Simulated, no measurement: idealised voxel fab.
Presented below is a process module, voxel ribs on slabs.
Section cut is 265 nm wide and gridded with 5 nm square cells.
Cross-section spec: square-cell grid; bands listed top down; each band is one or more rows.
The entry gives the band's vertical extent as a top height and a bottom height in nm, then its horizontal make-up as materials from left to right, each with a width in nm. "empty" stands for empty space; a single material marked "throughout" fills the band edge to edge.
Ref level 0: as-received wafer is one material below here. Bottom band extends down with no lower bound ("top 0, no bottom").
Width "30..40": first value at the band's top row of cells, second value at its bottom row, equal change from row to row.
Given "no change" for a step, no cell of the cross-section differs between before and after that step.
Under "Closed cavities" you'll find the enclosed gaps, the ones with no way out to the top, that are 8 cells or bigger; each reads width x height at distance, with distance counted from the left edge, everything in nm.
Read whatever lies past the settings on a step's line as the simulator's own remark about the step.
Each step line may optionally specify "overlay nm", which for a step with a mask gives the rightward distance between the mask's planned place and where it lay, a negative value indicating the leftward direction.
Plan:
1. RECEIVE (material Si)
2. DIRECTIONAL_DEP (material SiO2; thk nm 20)
3. DIRECTIONAL_DEP (material SiN; thk nm 25)
4. DIRECTIONAL_DEP (material aC; thk nm 10)
5. PATTERN (tone cover; mask id RIB; material resist; width nm 25; thk nm 25; overlay nm 0)
6. DIRECTIONAL_ETCH (etch materials aC; depth nm 10)
7. STRIP (etch materials resist)
8. DIRECTIONAL_ETCH (etch materials SiN; depth nm 20)
9. STRIP (etch materials aC)
10. MASKED_ETCH (tone cover; mask id SLAB; width nm 75; etch materials SiN; depth nm 5; overlay nm 0)
11. FILL_DEP (material SiO2; thk nm 15)
12. CMP (height nm 55)
13. DIRECTIONAL_DEP (material TiN; thk nm 5)
14. MASKED_ETCH (tone cover; mask id HEATER; width nm 35; etch materials TiN; depth nm 5; overlay nm 0)
15. CONFORMAL_DEP (material SiO2; thk nm 5)
As-received state of the wafer in cross-section, equivalent to post-step 1:
- top 0, no bottom: Si throughout
- Closed cavities: none
Figure: cross-sectional view of the wafer upon completion of the module, processed from the initial state and according to the plan depicted above, with one error introduced during execution:
- top 65, bottom 60: 110 of empty  45 of SiO2  110 of empty
- top 60, bottom 55: 115 of SiO2  35 of TiN  115 of SiO2
- top 55, bottom 45: SiO2 throughout
- top 45, bottom 40: 95 of SiO2  25 of SiN  25 of SiO2  25 of SiN  95 of SiO2
- top 40, bottom 25: 120 of SiN  25 of SiO2  120 of SiN
- top 25, bottom 20: SiN throughout
- top 20, bottom 0: SiO2 throughout
- top 0, no bottom: Si throughout
- Closed cavities: none
So what did we get wrong on this run? step 5 was processed under conditions differing from the plan, specifically as PATTERN (tone open; mask id RIB; material resist; width nm 25; thk nm 25; overlay nm 0)
